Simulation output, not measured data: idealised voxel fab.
process module | voxel self aligned vias
cross-section cut | 295 nm wide | cells 5 nm
A cross-section is a grid of square cells, given in bands from the top down. A band is one or more rows of cells.
Each band's line starts with the height of the band's top and of its bottom, in nm. Then come its materials from left to right, each with its width in nm. One material with "throughout" fills the band from edge to edge. "air" is empty space.
Height 0 is the level under which the wafer as received is all one material. The lowest band goes on downwards, as in "0 down".
A width such as "30 to 40" changes by the same amount from each row of cells to the next, from the band's top row to its bottom row.
"no change" after a step means that no cell of the cross-section changed.
closed voids: empty space of 8 cells or more with no open way to the top, each as width x height at its distance from the left edge, in nm
after a step's settings: what the simulator itself notes on the step
overlay nm, on a step with a mask: how far to the right of its planned place the mask lay; to the left if negative
plan
1 op RECEIVE | material Si
2 op CONFORMAL_DEP | material SiO2 | thk nm 15
3 op CONFORMAL_DEP | material SiCN | thk nm 5
4 op DIRECTIONAL_DEP | material SiO2 | thk nm 20
5 op PATTERN | tone open | mask id LINES | material resist | width nm 30 | pitch nm 65 | thk nm 20 | overlay nm 0
6 op DIRECTIONAL_ETCH | etch materials SiO2 | depth nm 20
7 op STRIP | etch materials resist
8 op CONFORMAL_DEP | material TiN | thk nm 5
9 op FILL_DEP | material Ru | thk nm 10
10 op CMP | height nm 40
11 op SELECTIVE_ETCH | etch materials W Ru TiN | depth nm 10
12 op FILL_DEP | material SiN | thk nm 10
13 op CMP | height nm 40
14 op DIRECTIONAL_DEP | material SiO2 | thk nm 15
15 op MASKED_ETCH | tone open | mask id VIAS | width nm 50 | etch materials SiO2 | depth nm 15 | overlay nm 0
16 op MASKED_ETCH | tone open | mask id VIAS | width nm 50 | etch materials SiN | depth nm 10 | overlay nm 0
17 op CONFORMAL_DEP | material TiN | thk nm 5
18 op FILL_DEP | material Ru | thk nm 5
19 op CMP | height nm 55
20 op CONFORMAL_DEP | material SiCN | thk nm 5
as received, after step 1
  0 down: Si throughout
  closed voids: none
a wafer at the end: this start, this plan, one mistake
  60 to 55: SiCN throughout
  55 to 45: SiO2 90 | TiN 5 | Ru 45 | TiN 5 | SiO2 150
  45 to 40: SiO2 90 | TiN 15 | Ru 20 | TiN 20 | SiO2 150
  40 to 35: SiO2 100 | TiN 5 | Ru 20 | TiN 5 | SiO2 35 | SiN 30 | SiO2 100
  35 to 30: SiO2 100 | TiN 30 | SiO2 35 | SiN 30 | SiO2 100
  30 to 25: SiO2 100 | TiN 5 | Ru 20 | TiN 5 | SiO2 35 | TiN 5 | Ru 20 | TiN 5 | SiO2 100
  25 to 20: SiO2 100 | TiN 30 | SiO2 35 | TiN 30 | SiO2 100
  20 to 15: SiCN throughout
  15 to 0: SiO2 throughout
  0 down: Si throughout
  closed voids: none
what went wrong: step 15 ran as: op MASKED_ETCH | tone open | mask id VIAS | width nm 55 | etch materials SiO2 | depth nm 15 | overlay nm 0
